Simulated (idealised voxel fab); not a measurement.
Process module in this document: voxel gate over fins
Square cells of 5 nm make up the cross-section cut, whose width is 265 nm.
Cross-section format: a grid of square cells, given as bands from top to bottom; each band is one or more rows of cells.
In this notation a band is specified by the heights of its top and bottom, in that order and in nm, after which its materials appear from left to right, each paired with its width in nm. The word "all across" attached to a single material means that material fills the band from edge to edge; the word "empty" stands for empty space.
Heights are reckoned from 0. Under this level, the received wafer is all of one material. The bottommost band is open-ended downward, for example "0..down".
Note: "30..40" means the width goes from the first number (top row of the band) to the second number (bottom row) in equal steps per row of cells.
Take "stayed the same" at face value: in the step it is given for, the cross-section changed in none of its cells.
"closed voids" contains a list of empty spaces, each no smaller than 8 cells and without an open way to the top, written in the form width x height at distance with the distance from the left edge and all three in nm.
Formally, on a step line, whatever follows the settings is a remark that the simulator itself makes on the step.
"overlay nm" on a masked step: distance the mask lay right of its planned place, negative for left.

-- Process steps foreseen in the plan
| 1 | RECEIVE, material Si |
| 2 | CONFORMAL_DEP, material SiN, thk nm 5 |
| 3 | MASKED_ETCH, tone cover, mask id FINS, width nm 15, pitch nm 50, etch materials SiN, depth nm 5, overlay nm 0 |
| 4 | MASKED_ETCH, tone cover, mask id FINS, width nm 15, pitch nm 50, etch materials Si, depth nm 35, overlay nm 0 |
| 5 | FILL_DEP, material SiO2, thk nm 5 |
| 6 | CMP, height nm 5 |
| 7 | DIRECTIONAL_DEP, material aC, thk nm 15 |
| 8 | PATTERN, tone open, mask id RAIL, material resist, width nm 15, thk nm 35, overlay nm 0 |
| 9 | DIRECTIONAL_ETCH, etch materials aC, depth nm 15 |
| 10 | STRIP, etch materials resist |
| 11 | DIRECTIONAL_ETCH, etch materials SiO2, depth nm 35 |
| 12 | STRIP, etch materials aC |
| 13 | CONFORMAL_DEP, material TiN, thk nm 5 |
| 14 | FILL_DEP, material W, thk nm 5 |
| 15 | CMP, height nm 5 |
| 16 | SELECTIVE_ETCH, etch materials W Ru TiN, depth nm 30 |
| 17 | FILL_DEP, material SiO2, thk nm 5 |
| 18 | CMP, height nm 5 |
| 19 | SELECTIVE_ETCH, etch materials SiO2, depth nm 20 |
| 20 | STRIP, etch materials SiN |
| 21 | CONFORMAL_DEP, material HfO2, thk nm 5 |
| 22 | CONFORMAL_DEP, material TiN, thk nm 5 |
| 23 | FILL_DEP, material W, thk nm 15 |
| 24 | CMP, height nm 20 |
| 25 | CONFORMAL_DEP, material SiN, thk nm 10 |

-- Cross-sectional view of the wafer in its as-received condition, corresponding to the state after step 1
* 0..down | Si all across
* closed voids: none

-- The plan above was carried out on the starting structure above with one mistake, and this cross-section shows the wafer at the end of the module
* 30..20 | SiN all across
* 20..10 | W all across
* 10..5 | W 65 | TiN 35 | W 15 | TiN 35 | W 15 | TiN 35 | W 65
* 5..0 | W 65 | TiN 5 | HfO2 25 | TiN 5 | W 15 | TiN 5 | HfO2 25 | TiN 5 | W 15 | TiN 5 | HfO2 25 | TiN 5 | W 65
* 0..-5 | W 65 | TiN 5 | HfO2 5 | Si 15 | HfO2 5 | TiN 5 | W 15 | TiN 5 | HfO2 5 | Si 15 | HfO2 5 | TiN 5 | W 15 | TiN 5 | HfO2 5 | Si 15 | HfO2 5 | TiN 5 | W 65
* -5..-10 | TiN 70 | HfO2 5 | Si 15 | HfO2 5 | TiN 5 | W 15 | TiN 5 | HfO2 5 | Si 15 | HfO2 5 | TiN 5 | W 15 | TiN 5 | HfO2 5 | Si 15 | HfO2 5 | TiN 70
* -10..-15 | HfO2 60 | TiN 10 | HfO2 5 | Si 15 | HfO2 5 | TiN 25 | HfO2 5 | Si 15 | HfO2 5 | TiN 25 | HfO2 5 | Si 15 | HfO2 5 | TiN 10 | HfO2 60
* -15..-20 | SiO2 55 | HfO2 20 | Si 15 | HfO2 35 | Si 15 | HfO2 35 | Si 15 | HfO2 20 | SiO2 55
* -20..-25 | SiO2 75 | Si 15 | SiO2 35 | Si 15 | SiO2 35 | Si 15 | SiO2 75
* -25..-30 | SiO2 75 | Si 15 | SiO2 10 | TiN 15 | SiO2 10 | Si 15 | SiO2 35 | Si 15 | SiO2 75
* -30..-35 | SiO2 75 | Si 15 | SiO2 35 | Si 15 | SiO2 35 | Si 15 | SiO2 75
* -35..down | Si all across
* closed voids: none
Diagnosis: steps 19 and 20 run out of order (swapped)
